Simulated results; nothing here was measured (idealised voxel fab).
process module | voxel released beams
cross-section cut | 255 nm wide | cells 5 nm
A cross-section is a grid of square cells, given in bands from the top down. A band is one or more rows of cells.
Each band's line starts with the height of the band's top and of its bottom, in nm. Then come its materials from left to right, each with its width in nm. One material with "throughout" fills the band from edge to edge. "air" is empty space.
Height 0 is the level under which the wafer as received is all one material. The lowest band goes on downwards, as in "0 down".
A width such as "30 to 40" changes by the same amount from each row of cells to the next, from the band's top row to its bottom row.
"no change" after a step means that no cell of the cross-section changed.
closed voids: empty space of 8 cells or more with no open way to the top, each as width x height at its distance from the left edge, in nm
after a step's settings: what the simulator itself notes on the step
overlay nm, on a step with a mask: how far to the right of its planned place the mask lay; to the left if negative
plan
1 op RECEIVE | material Si
2 op CONFORMAL_DEP | material Al2O3 | thk nm 10
3 op DIRECTIONAL_DEP | material SiO2 | thk nm 15
4 op PATTERN | tone open | mask id ANCHOR | material resist | width nm 35 | thk nm 15 | overlay nm 0
5 op DIRECTIONAL_ETCH | etch materials SiO2 | depth nm 15
6 op STRIP | etch materials resist
7 op CONFORMAL_DEP | material polySi | thk nm 10
8 op PATTERN | tone cover | mask id BEAM | material resist | width nm 120 | thk nm 15 | overlay nm 0
9 op DIRECTIONAL_ETCH | etch materials polySi | depth nm 10
10 op STRIP | etch materials resist
11 op STRIP | etch materials SiO2
as received, after step 1
  0 down: Si throughout
  closed voids: none
a wafer at the end: this start, this plan, one mistake
  35 to 25: air 65 | polySi 120 | air 70
  25 to 15: Al2O3 throughout
  15 to 0: SiO2 throughout
  0 down: Si throughout
  closed voids: none
what went wrong: steps 2 and 3 were swapped
